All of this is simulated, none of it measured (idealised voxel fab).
process module | voxel gate over fins
cross-section cut | 150 nm wide | cells 5 nm
A cross-section is a grid of square cells, given in bands from the top down. A band is one or more rows of cells.
Each band's line starts with the height of the band's top and of its bottom, in nm. Then come its materials from left to right, each with its width in nm. One material with "throughout" fills the band from edge to edge. "air" is empty space.
Height 0 is the level under which the wafer as received is all one material. The lowest band goes on downwards, as in "0 down".
A width such as "30 to 40" changes by the same amount from each row of cells to the next, from the band's top row to its bottom row.
"no change" after a step means that no cell of the cross-section changed.
closed voids: empty space of 8 cells or more with no open way to the top, each as width x height at its distance from the left edge, in nm
after a step's settings: what the simulator itself notes on the step
overlay nm, on a step with a mask: how far to the right of its planned place the mask lay; to the left if negative
Each pair below shows a cross-section before one step and the cross-section after it, down to the lowest band that changed. The line under each pair gives the step between them, with its settings. The pairs can come from different runs of this module on the same starting wafer, so a pair continues from the pair above only where its "before" says so.
before
  0 down: Si throughout
  closed voids: none
after
  5 to 0: SiN throughout
  below 0: unchanged
  closed voids: none
the step between: op CONFORMAL_DEP | material SiN | thk nm 5
before: the cross-section after the pair above
after
  15 to 5: aC throughout
  below 5: unchanged
  closed voids: none
the step between: op DIRECTIONAL_DEP | material aC | thk nm 10
before: the cross-section after the pair above
after
  40 to 15: air 45 | resist 15 | air 25 | resist 15 | air 50
  below 15: unchanged
  closed voids: none
the step between: op PATTERN | tone cover | mask id FINS | material resist | width nm 15 | pitch nm 40 | thk nm 25 | overlay nm 0
before: the cross-section after the pair above
after
  30 to 15: air 45 | resist 15 | air 25 | resist 15 | air 50
  15 to 5: air 45 | aC 15 | air 25 | aC 15 | air 50
  below 5: unchanged
  closed voids: none
the step between: op DIRECTIONAL_ETCH | etch materials aC | depth nm 10
before: the cross-section after the pair above
after
  15 to 5: air 45 | aC 15 | air 25 | aC 15 | air 50
  below 5: unchanged
  closed voids: none
the step between: op STRIP | etch materials resist
before: the cross-section after the pair above
after
  15 to 5: air 45 | aC 15 | air 25 | aC 15 | air 50
  5 to 0: air 45 | SiN 15 | air 25 | SiN 15 | air 50
  below 0: unchanged
  closed voids: none
the step between: op DIRECTIONAL_ETCH | etch materials SiN | depth nm 5
before: the cross-section after the pair above
after
  15 to 5: air 45 | aC 15 | air 25 | aC 15 | air 50
  5 to 0: air 45 | SiN 15 | air 25 | SiN 15 | air 50
  0 to -30: air 45 | Si 15 | air 25 | Si 15 | air 50
  below -30: unchanged
  closed voids: none
the step between: op DIRECTIONAL_ETCH | etch materials Si | depth nm 30
before: the cross-section after the pair above
after
  5 to 0: air 45 | SiN 15 | air 25 | SiN 15 | air 50
  below 0: unchanged
  closed voids: none
the step between: op STRIP | etch materials aC
before: the cross-section after the pair above
after
  15 to 5: SiO2 throughout
  5 to 0: SiO2 45 | SiN 15 | SiO2 25 | SiN 15 | SiO2 50
  0 to -30: SiO2 45 | Si 15 | SiO2 25 | Si 15 | SiO2 50
  below -30: unchanged
  closed voids: none
the step between: op FILL_DEP | material SiO2 | thk nm 10
before: the cross-section after the pair above
after
  5 to 0: SiO2 45 | SiN 15 | SiO2 25 | SiN 15 | SiO2 50
  below 0: unchanged
  closed voids: none
the step between: op CMP | height nm 5
before: the cross-section after the pair above
after
  5 to 0: air 45 | SiN 15 | air 25 | SiN 15 | air 50
  0 to -10: air 45 | Si 15 | air 25 | Si 15 | air 50
  below -10: unchanged
  closed voids: none
the step between: op SELECTIVE_ETCH | etch materials SiO2 | depth nm 15
before: the cross-section after the pair above
after
  0 to -10: air 45 | Si 15 | air 25 | Si 15 | air 50
  below -10: unchanged
  closed voids: none
the step between: op STRIP | etch materials SiN
before: the cross-section after the pair above
after
  5 to 0: air 40 | HfO2 25 | air 15 | HfO2 25 | air 45
  0 to -5: air 40 | HfO2 5 | Si 15 | HfO2 5 | air 15 | HfO2 5 | Si 15 | HfO2 5 | air 45
  -5 to -10: HfO2 45 | Si 15 | HfO2 25 | Si 15 | HfO2 50
  below -10: unchanged
  closed voids: none
the step between: op CONFORMAL_DEP | material HfO2 | thk nm 5
before: the cross-section after the pair above
after
  10 to 5: air 35 | TiN 35 | air 5 | TiN 35 | air 40
  5 to 0: air 35 | TiN 5 | HfO2 25 | TiN 5 | air 5 | TiN 5 | HfO2 25 | TiN 5 | air 40
  0 to -5: TiN 40 | HfO2 5 | Si 15 | HfO2 5 | TiN 15 | HfO2 5 | Si 15 | HfO2 5 | TiN 45
  below -5: unchanged
  closed voids: none
the step between: op CONFORMAL_DEP | material TiN | thk nm 5
before: the cross-section after the pair above
after
  20 to 10: W throughout
  10 to 5: W 35 | TiN 35 | W 5 | TiN 35 | W 40
  5 to 0: W 35 | TiN 5 | HfO2 25 | TiN 5 | W 5 | TiN 5 | HfO2 25 | TiN 5 | W 40
  below 0: unchanged
  closed voids: none
the step between: op FILL_DEP | material W | thk nm 10
before: the cross-section after the pair above
after
  15 to 10: W throughout
  below 10: unchanged
  closed voids: none
the step between: op CMP | height nm 15
before: the cross-section after the pair above
after
  20 to 15: SiN throughout
  below 15: unchanged
  closed voids: none
the step between: op CONFORMAL_DEP | material SiN | thk nm 5
before
  0 to -10: air 45 | Si 15 | air 25 | Si 15 | air 50
  -10 to -30: SiO2 45 | Si 15 | SiO2 25 | Si 15 | SiO2 50
  -30 down: Si throughout
  closed voids: none
after
  5 to 0: air 40 | TiN 25 | air 15 | TiN 25 | air 45
  0 to -5: air 40 | TiN 5 | Si 15 | TiN 5 | air 15 | TiN 5 | Si 15 | TiN 5 | air 45
  -5 to -10: TiN 45 | Si 15 | TiN 25 | Si 15 | TiN 50
  below -10: unchanged
  closed voids: none
the step between: op CONFORMAL_DEP | material TiN | thk nm 5
before: the cross-section after the pair above
after
  15 to 5: W throughout
  5 to 0: W 40 | TiN 25 | W 15 | TiN 25 | W 45
  0 to -5: W 40 | TiN 5 | Si 15 | TiN 5 | W 15 | TiN 5 | Si 15 | TiN 5 | W 45
  below -5: unchanged
  closed voids: none
the step between: op FILL_DEP | material W | thk nm 10
before: the cross-section after the pair above
after
  20 to 15: SiN throughout
  below 15: unchanged
  closed voids: none
the step between: op CONFORMAL_DEP | material SiN | thk nm 5
before
  15 to 5: air 45 | aC 15 | air 25 | aC 15 | air 50
  5 to 0: air 45 | SiN 15 | air 25 | SiN 15 | air 50
  0 to -30: air 45 | Si 15 | air 25 | Si 15 | air 50
  -30 down: Si throughout
  closed voids: none
after
  15 to 5: air 45 | aC 15 | air 25 | aC 15 | air 50
  5 to 0: air 45 | SiN 15 | air 25 | SiN 15 | air 50
  0 to -60: air 45 | Si 15 | air 25 | Si 15 | air 50
  below -60: unchanged
  closed voids: none
the step between: op DIRECTIONAL_ETCH | etch materials Si | depth nm 30
before: the cross-section after the pair above
after
  5 to 0: air 45 | SiN 15 | air 25 | SiN 15 | air 50
  below 0: unchanged
  closed voids: none
the step between: op STRIP | etch materials aC
before: the cross-section after the pair above
after
  15 to 5: SiO2 throughout
  5 to 0: SiO2 45 | SiN 15 | SiO2 25 | SiN 15 | SiO2 50
  0 to -60: SiO2 45 | Si 15 | SiO2 25 | Si 15 | SiO2 50
  below -60: unchanged
  closed voids: none
the step between: op FILL_DEP | material SiO2 | thk nm 10
before: the cross-section after the pair above
after
  5 to 0: SiO2 45 | SiN 15 | SiO2 25 | SiN 15 | SiO2 50
  below 0: unchanged
  closed voids: none
the step between: op CMP | height nm 5
before: the cross-section after the pair above
after
  5 to 0: air 45 | SiN 15 | air 25 | SiN 15 | air 50
  0 to -10: air 45 | Si 15 | air 25 | Si 15 | air 50
  below -10: unchanged
  closed voids: none
the step between: op SELECTIVE_ETCH | etch materials SiO2 | depth nm 15
before: the cross-section after the pair above
after
  0 to -10: air 45 | Si 15 | air 25 | Si 15 | air 50
  below -10: unchanged
  closed voids: none
the step between: op STRIP | etch materials SiN
before: the cross-section after the pair above
after
  5 to 0: air 40 | HfO2 25 | air 15 | HfO2 25 | air 45
  0 to -5: air 40 | HfO2 5 | Si 15 | HfO2 5 | air 15 | HfO2 5 | Si 15 | HfO2 5 | air 45
  -5 to -10: HfO2 45 | Si 15 | HfO2 25 | Si 15 | HfO2 50
  below -10: unchanged
  closed voids: none
the step between: op CONFORMAL_DEP | material HfO2 | thk nm 5
before: the cross-section after the pair above
after
  10 to 5: air 35 | TiN 35 | air 5 | TiN 35 | air 40
  5 to 0: air 35 | TiN 5 | HfO2 25 | TiN 5 | air 5 | TiN 5 | HfO2 25 | TiN 5 | air 40
  0 to -5: TiN 40 | HfO2 5 | Si 15 | HfO2 5 | TiN 15 | HfO2 5 | Si 15 | HfO2 5 | TiN 45
  below -5: unchanged
  closed voids: none
the step between: op CONFORMAL_DEP | material TiN | thk nm 5
before: the cross-section after the pair above
after
  20 to 10: W throughout
  10 to 5: W 35 | TiN 35 | W 5 | TiN 35 | W 40
  5 to 0: W 35 | TiN 5 | HfO2 25 | TiN 5 | W 5 | TiN 5 | HfO2 25 | TiN 5 | W 40
  below 0: unchanged
  closed voids: none
the step between: op FILL_DEP | material W | thk nm 10
before: the cross-section after the pair above
after
  15 to 10: W throughout
  below 10: unchanged
  closed voids: none
the step between: op CMP | height nm 15
before: the cross-section after the pair above
after
  20 to 15: SiN throughout
  below 15: unchanged
  closed voids: none
the step between: op CONFORMAL_DEP | material SiN | thk nm 5
before
  5 to 0: air 40 | TiN 25 | air 15 | TiN 25 | air 45
  0 to -5: air 40 | TiN 5 | Si 15 | TiN 5 | air 15 | TiN 5 | Si 15 | TiN 5 | air 45
  -5 to -10: TiN 45 | Si 15 | TiN 25 | Si 15 | TiN 50
  -10 to -30: SiO2 45 | Si 15 | SiO2 25 | Si 15 | SiO2 50
  -30 down: Si throughout
  closed voids: none
after
  10 to 5: air 35 | HfO2 35 | air 5 | HfO2 35 | air 40
  5 to 0: air 35 | HfO2 5 | TiN 25 | HfO2 5 | air 5 | HfO2 5 | TiN 25 | HfO2 5 | air 40
  0 to -5: HfO2 40 | TiN 5 | Si 15 | TiN 5 | HfO2 15 | TiN 5 | Si 15 | TiN 5 | HfO2 45
  below -5: unchanged
  closed voids: none
the step between: op CONFORMAL_DEP | material HfO2 | thk nm 5
before: the cross-section after the pair above
after
  20 to 10: W throughout
  10 to 5: W 35 | HfO2 35 | W 5 | HfO2 35 | W 40
  5 to 0: W 35 | HfO2 5 | TiN 25 | HfO2 5 | W 5 | HfO2 5 | TiN 25 | HfO2 5 | W 40
  below 0: unchanged
  closed voids: none
the step between: op FILL_DEP | material W | thk nm 10
before: the cross-section after the pair above
after
  15 to 10: W throughout
  below 10: unchanged
  closed voids: none
the step between: op CMP | height nm 15
before: the cross-section after the pair above
after
  20 to 15: SiN throughout
  below 15: unchanged
  closed voids: none
the step between: op CONFORMAL_DEP | material SiN | thk nm 5
before
  15 to 5: SiO2 throughout
  5 to 0: SiO2 45 | SiN 15 | SiO2 25 | SiN 15 | SiO2 50
  0 to -30: SiO2 45 | Si 15 | SiO2 25 | Si 15 | SiO2 50
  -30 down: Si throughout
  closed voids: none
after
  -5 to -30: SiO2 45 | Si 15 | SiO2 25 | Si 15 | SiO2 50
  below -30: unchanged
  closed voids: none
the step between: op CMP | height nm -5
before: the cross-section after the pair above
after
  -5 to -20: air 45 | Si 15 | air 25 | Si 15 | air 50
  below -20: unchanged
  closed voids: none
the step between: op SELECTIVE_ETCH | etch materials SiO2 | depth nm 15
before: the cross-section after the pair above
after
  0 to -5: air 40 | HfO2 25 | air 15 | HfO2 25 | air 45
  -5 to -15: air 40 | HfO2 5 | Si 15 | HfO2 5 | air 15 | HfO2 5 | Si 15 | HfO2 5 | air 45
  -15 to -20: HfO2 45 | Si 15 | HfO2 25 | Si 15 | HfO2 50
  below -20: unchanged
  closed voids: none
the step between: op CONFORMAL_DEP | material HfO2 | thk nm 5
before: the cross-section after the pair above
after
  5 to 0: air 35 | TiN 35 | air 5 | TiN 35 | air 40
  0 to -5: air 35 | TiN 5 | HfO2 25 | TiN 5 | air 5 | TiN 5 | HfO2 25 | TiN 5 | air 40
  -5 to -10: air 35 | TiN 5 | HfO2 5 | Si 15 | HfO2 5 | TiN 5 | air 5 | TiN 5 | HfO2 5 | Si 15 | HfO2 5 | TiN 5 | air 40
  -10 to -15: TiN 40 | HfO2 5 | Si 15 | HfO2 5 | TiN 15 | HfO2 5 | Si 15 | HfO2 5 | TiN 45
  below -15: unchanged
  closed voids: none
the step between: op CONFORMAL_DEP | material TiN | thk nm 5
before: the cross-section after the pair above
after
  15 to 5: W throughout
  5 to 0: W 35 | TiN 35 | W 5 | TiN 35 | W 40
  0 to -5: W 35 | TiN 5 | HfO2 25 | TiN 5 | W 5 | TiN 5 | HfO2 25 | TiN 5 | W 40
  -5 to -10: W 35 | TiN 5 | HfO2 5 | Si 15 | HfO2 5 | TiN 5 | W 5 | TiN 5 | HfO2 5 | Si 15 | HfO2 5 | TiN 5 | W 40
  below -10: unchanged
  closed voids: none
the step between: op FILL_DEP | material W | thk nm 10
before: the cross-section after the pair above
after
  20 to 15: SiN throughout
  below 15: unchanged
  closed voids: none
the step between: op CONFORMAL_DEP | material SiN | thk nm 5
before
  15 to 5: aC throughout
  5 to 0: SiN throughout
  0 down: Si throughout
  closed voids: none
after
  40 to 15: air 45 | resist 20 | air 20 | resist 20 | air 45
  below 15: unchanged
  closed voids: none
the step between: op PATTERN | tone cover | mask id FINS | material resist | width nm 20 | pitch nm 40 | thk nm 25 | overlay nm 0
before: the cross-section after the pair above
after
  30 to 15: air 45 | resist 20 | air 20 | resist 20 | air 45
  15 to 5: air 45 | aC 20 | air 20 | aC 20 | air 45
  below 5: unchanged
  closed voids: none
the step between: op DIRECTIONAL_ETCH | etch materials aC | depth nm 10
before: the cross-section after the pair above
after
  15 to 5: air 45 | aC 20 | air 20 | aC 20 | air 45
  below 5: unchanged
  closed voids: none
the step between: op STRIP | etch materials resist
before: the cross-section after the pair above
after
  15 to 5: air 45 | aC 20 | air 20 | aC 20 | air 45
  5 to 0: air 45 | SiN 20 | air 20 | SiN 20 | air 45
  below 0: unchanged
  closed voids: none
the step between: op DIRECTIONAL_ETCH | etch materials SiN | depth nm 5
before: the cross-section after the pair above
after
  15 to 5: air 45 | aC 20 | air 20 | aC 20 | air 45
  5 to 0: air 45 | SiN 20 | air 20 | SiN 20 | air 45
  0 to -30: air 45 | Si 20 | air 20 | Si 20 | air 45
  below -30: unchanged
  closed voids: none
the step between: op DIRECTIONAL_ETCH | etch materials Si | depth nm 30
before: the cross-section after the pair above
after
  5 to 0: air 45 | SiN 20 | air 20 | SiN 20 | air 45
  below 0: unchanged
  closed voids: none
the step between: op STRIP | etch materials aC
before: the cross-section after the pair above
after
  15 to 5: SiO2 throughout
  5 to 0: SiO2 45 | SiN 20 | SiO2 20 | SiN 20 | SiO2 45
  0 to -30: SiO2 45 | Si 20 | SiO2 20 | Si 20 | SiO2 45
  below -30: unchanged
  closed voids: none
the step between: op FILL_DEP | material SiO2 | thk nm 10
before: the cross-section after the pair above
after
  5 to 0: SiO2 45 | SiN 20 | SiO2 20 | SiN 20 | SiO2 45
  below 0: unchanged
  closed voids: none
the step between: op CMP | height nm 5
before: the cross-section after the pair above
after
  5 to 0: air 45 | SiN 20 | air 20 | SiN 20 | air 45
  0 to -10: air 45 | Si 20 | air 20 | Si 20 | air 45
  below -10: unchanged
  closed voids: none
the step between: op SELECTIVE_ETCH | etch materials SiO2 | depth nm 15
before: the cross-section after the pair above
after
  0 to -10: air 45 | Si 20 | air 20 | Si 20 | air 45
  below -10: unchanged
  closed voids: none
the step between: op STRIP | etch materials SiN
before: the cross-section after the pair above
after
  5 to 0: air 40 | HfO2 30 | air 10 | HfO2 30 | air 40
  0 to -5: air 40 | HfO2 5 | Si 20 | HfO2 5 | air 10 | HfO2 5 | Si 20 | HfO2 5 | air 40
  -5 to -10: HfO2 45 | Si 20 | HfO2 20 | Si 20 | HfO2 45
  below -10: unchanged
  closed voids: none
the step between: op CONFORMAL_DEP | material HfO2 | thk nm 5
before: the cross-section after the pair above
after
  10 to 5: air 35 | TiN 80 | air 35
  5 to 0: air 35 | TiN 5 | HfO2 30 | TiN 10 | HfO2 30 | TiN 5 | air 35
  0 to -5: TiN 40 | HfO2 5 | Si 20 | HfO2 5 | TiN 10 | HfO2 5 | Si 20 | HfO2 5 | TiN 40
  below -5: unchanged
  closed voids: none
the step between: op CONFORMAL_DEP | material TiN | thk nm 5
before: the cross-section after the pair above
after
  20 to 10: W throughout
  10 to 5: W 35 | TiN 80 | W 35
  5 to 0: W 35 | TiN 5 | HfO2 30 | TiN 10 | HfO2 30 | TiN 5 | W 35
  below 0: unchanged
  closed voids: none
the step between: op FILL_DEP | material W | thk nm 10
before: the cross-section after the pair above
after
  15 to 10: W throughout
  below 10: unchanged
  closed voids: none
the step between: op CMP | height nm 15
before: the cross-section after the pair above
after
  20 to 15: SiN throughout
  below 15: unchanged
  closed voids: none
the step between: op CONFORMAL_DEP | material SiN | thk nm 5
before
  15 to 5: aC throughout
  5 to 0: SiN throughout
  0 down: Si throughout
  closed voids: none
after
  40 to 15: air 50 | resist 15 | air 25 | resist 15 | air 45
  below 15: unchanged
  closed voids: none
the step between: op PATTERN | tone cover | mask id FINS | material resist | width nm 15 | pitch nm 40 | thk nm 25 | overlay nm 5
before: the cross-section after the pair above
after
  30 to 15: air 50 | resist 15 | air 25 | resist 15 | air 45
  15 to 5: air 50 | aC 15 | air 25 | aC 15 | air 45
  below 5: unchanged
  closed voids: none
the step between: op DIRECTIONAL_ETCH | etch materials aC | depth nm 10
before: the cross-section after the pair above
after
  15 to 5: air 50 | aC 15 | air 25 | aC 15 | air 45
  below 5: unchanged
  closed voids: none
the step between: op STRIP | etch materials resist
before: the cross-section after the pair above
after
  15 to 5: air 50 | aC 15 | air 25 | aC 15 | air 45
  5 to 0: air 50 | SiN 15 | air 25 | SiN 15 | air 45
  below 0: unchanged
  closed voids: none
the step between: op DIRECTIONAL_ETCH | etch materials SiN | depth nm 5
before: the cross-section after the pair above
after
  15 to 5: air 50 | aC 15 | air 25 | aC 15 | air 45
  5 to 0: air 50 | SiN 15 | air 25 | SiN 15 | air 45
  0 to -30: air 50 | Si 15 | air 25 | Si 15 | air 45
  below -30: unchanged
  closed voids: none
the step between: op DIRECTIONAL_ETCH | etch materials Si | depth nm 30
before: the cross-section after the pair above
after
  5 to 0: air 50 | SiN 15 | air 25 | SiN 15 | air 45
  below 0: unchanged
  closed voids: none
the step between: op STRIP | etch materials aC
before: the cross-section after the pair above
after
  15 to 5: SiO2 throughout
  5 to 0: SiO2 50 | SiN 15 | SiO2 25 | SiN 15 | SiO2 45
  0 to -30: SiO2 50 | Si 15 | SiO2 25 | Si 15 | SiO2 45
  below -30: unchanged
  closed voids: none
the step between: op FILL_DEP | material SiO2 | thk nm 10
before: the cross-section after the pair above
after
  5 to 0: SiO2 50 | SiN 15 | SiO2 25 | SiN 15 | SiO2 45
  below 0: unchanged
  closed voids: none
the step between: op CMP | height nm 5
before: the cross-section after the pair above
after
  5 to 0: air 50 | SiN 15 | air 25 | SiN 15 | air 45
  0 to -10: air 50 | Si 15 | air 25 | Si 15 | air 45
  below -10: unchanged
  closed voids: none
the step between: op SELECTIVE_ETCH | etch materials SiO2 | depth nm 15
before: the cross-section after the pair above
after
  0 to -10: air 50 | Si 15 | air 25 | Si 15 | air 45
  below -10: unchanged
  closed voids: none
the step between: op STRIP | etch materials SiN
before: the cross-section after the pair above
after
  5 to 0: air 45 | HfO2 25 | air 15 | HfO2 25 | air 40
  0 to -5: air 45 | HfO2 5 | Si 15 | HfO2 5 | air 15 | HfO2 5 | Si 15 | HfO2 5 | air 40
  -5 to -10: HfO2 50 | Si 15 | HfO2 25 | Si 15 | HfO2 45
  below -10: unchanged
  closed voids: none
the step between: op CONFORMAL_DEP | material HfO2 | thk nm 5
before: the cross-section after the pair above
after
  10 to 5: air 40 | TiN 35 | air 5 | TiN 35 | air 35
  5 to 0: air 40 | TiN 5 | HfO2 25 | TiN 5 | air 5 | TiN 5 | HfO2 25 | TiN 5 | air 35
  0 to -5: TiN 45 | HfO2 5 | Si 15 | HfO2 5 | TiN 15 | HfO2 5 | Si 15 | HfO2 5 | TiN 40
  below -5: unchanged
  closed voids: none
the step between: op CONFORMAL_DEP | material TiN | thk nm 5
before: the cross-section after the pair above
after
  20 to 10: W throughout
  10 to 5: W 40 | TiN 35 | W 5 | TiN 35 | W 35
  5 to 0: W 40 | TiN 5 | HfO2 25 | TiN 5 | W 5 | TiN 5 | HfO2 25 | TiN 5 | W 35
  below 0: unchanged
  closed voids: none
the step between: op FILL_DEP | material W | thk nm 10
before: the cross-section after the pair above
after
  15 to 10: W throughout
  below 10: unchanged
  closed voids: none
the step between: op CMP | height nm 15
before: the cross-section after the pair above
after
  20 to 15: SiN throughout
  below 15: unchanged
  closed voids: none
the step between: op CONFORMAL_DEP | material SiN | thk nm 5
before
  5 to 0: air 45 | SiN 15 | air 25 | SiN 15 | air 50
  0 to -30: air 45 | Si 15 | air 25 | Si 15 | air 50
  -30 down: Si throughout
  closed voids: none
after
  15 to 5: aC throughout
  5 to 0: aC 45 | SiN 15 | aC 25 | SiN 15 | aC 50
  0 to -30: aC 45 | Si 15 | aC 25 | Si 15 | aC 50
  below -30: unchanged
  closed voids: none
the step between: op FILL_DEP | material aC | thk nm 10
before: the cross-section after the pair above
after
  5 to 0: aC 45 | SiN 15 | aC 25 | SiN 15 | aC 50
  below 0: unchanged
  closed voids: none
the step between: op CMP | height nm 5
before: the cross-section after the pair above
after
  5 to 0: aC 45 | air 15 | aC 25 | air 15 | aC 50
  below 0: unchanged
  closed voids: none
the step between: op STRIP | etch materials SiN
before: the cross-section after the pair above
after
  10 to 5: HfO2 50 | air 5 | HfO2 35 | air 5 | HfO2 55
  5 to 0: aC 45 | HfO2 15 | aC 25 | HfO2 15 | aC 50
  below 0: unchanged
  closed voids: none
the step between: op CONFORMAL_DEP | material HfO2 | thk nm 5
before: the cross-section after the pair above
after
  15 to 10: TiN throughout
  10 to 5: HfO2 50 | TiN 5 | HfO2 35 | TiN 5 | HfO2 55
  below 5: unchanged
  closed voids: none
the step between: op CONFORMAL_DEP | material TiN | thk nm 5
before: the cross-section after the pair above
after
  25 to 15: W throughout
  below 15: unchanged
  closed voids: none
the step between: op FILL_DEP | material W | thk nm 10
before: the cross-section after the pair above
after
  15 to 10: TiN throughout
  below 10: unchanged
  closed voids: none
the step between: op CMP | height nm 15
before: the cross-section after the pair above
after
  20 to 15: SiN throughout
  below 15: unchanged
  closed voids: none
the step between: op CONFORMAL_DEP | material SiN | thk nm 5
before
  15 to 5: aC throughout
  5 to 0: SiN throughout
  0 down: Si throughout
  closed voids: none
after
  40 to 15: resist 45 | air 15 | resist 25 | air 15 | resist 50
  below 15: unchanged
  closed voids: none
the step between: op PATTERN | tone open | mask id FINS | material resist | width nm 15 | pitch nm 40 | thk nm 25 | overlay nm 0
before: the cross-section after the pair above
after
  30 to 15: resist 45 | air 15 | resist 25 | air 15 | resist 50
  15 to 5: aC 45 | air 15 | aC 25 | air 15 | aC 50
  below 5: unchanged
  closed voids: none
the step between: op DIRECTIONAL_ETCH | etch materials aC | depth nm 10
before: the cross-section after the pair above
after
  15 to 5: aC 45 | air 15 | aC 25 | air 15 | aC 50
  below 5: unchanged
  closed voids: none
the step between: op STRIP | etch materials resist
before: the cross-section after the pair above
after
  15 to 5: aC 45 | air 15 | aC 25 | air 15 | aC 50
  5 to 0: SiN 45 | air 15 | SiN 25 | air 15 | SiN 50
  below 0: unchanged
  closed voids: none
the step between: op DIRECTIONAL_ETCH | etch materials SiN | depth nm 5
before: the cross-section after the pair above
after
  15 to 5: aC 45 | air 15 | aC 25 | air 15 | aC 50
  5 to 0: SiN 45 | air 15 | SiN 25 | air 15 | SiN 50
  0 to -30: Si 45 | air 15 | Si 25 | air 15 | Si 50
  below -30: unchanged
  closed voids: none
the step between: op DIRECTIONAL_ETCH | etch materials Si | depth nm 30
before: the cross-section after the pair above
after
  5 to 0: SiN 45 | air 15 | SiN 25 | air 15 | SiN 50
  below 0: unchanged
  closed voids: none
the step between: op STRIP | etch materials aC
before: the cross-section after the pair above
after
  15 to 5: SiO2 throughout
  5 to 0: SiN 45 | SiO2 15 | SiN 25 | SiO2 15 | SiN 50
  0 to -30: Si 45 | SiO2 15 | Si 25 | SiO2 15 | Si 50
  below -30: unchanged
  closed voids: none
the step between: op FILL_DEP | material SiO2 | thk nm 10
before: the cross-section after the pair above
after
  5 to 0: SiN 45 | SiO2 15 | SiN 25 | SiO2 15 | SiN 50
  below 0: unchanged
  closed voids: none
the step between: op CMP | height nm 5
before: the cross-section after the pair above
after
  5 to 0: SiN 45 | air 15 | SiN 25 | air 15 | SiN 50
  0 to -10: Si 45 | air 15 | Si 25 | air 15 | Si 50
  below -10: unchanged
  closed voids: none
the step between: op SELECTIVE_ETCH | etch materials SiO2 | depth nm 15
before: the cross-section after the pair above
after
  0 to -10: Si 45 | air 15 | Si 25 | air 15 | Si 50
  below -10: unchanged
  closed voids: none
the step between: op STRIP | etch materials SiN
before: the cross-section after the pair above
after
  5 to 0: HfO2 50 | air 5 | HfO2 35 | air 5 | HfO2 55
  0 to -5: Si 45 | HfO2 5 | air 5 | HfO2 5 | Si 25 | HfO2 5 | air 5 | HfO2 5 | Si 50
  -5 to -10: Si 45 | HfO2 15 | Si 25 | HfO2 15 | Si 50
  below -10: unchanged
  closed voids: none
the step between: op CONFORMAL_DEP | material HfO2 | thk nm 5
before: the cross-section after the pair above
after
  10 to 5: TiN throughout
  5 to 0: HfO2 50 | TiN 5 | HfO2 35 | TiN 5 | HfO2 55
  0 to -5: Si 45 | HfO2 5 | TiN 5 | HfO2 5 | Si 25 | HfO2 5 | TiN 5 | HfO2 5 | Si 50
  below -5: unchanged
  closed voids: none
the step between: op CONFORMAL_DEP | material TiN | thk nm 5
before: the cross-section after the pair above
after
  20 to 10: W throughout
  below 10: unchanged
  closed voids: none
the step between: op FILL_DEP | material W | thk nm 10
before: the cross-section after the pair above
after
  15 to 10: W throughout
  below 10: unchanged
  closed voids: none
the step between: op CMP | height nm 15
before: the cross-section after the pair above
after
  20 to 15: SiN throughout
  below 15: unchanged
  closed voids: none
the step between: op CONFORMAL_DEP | material SiN | thk nm 5
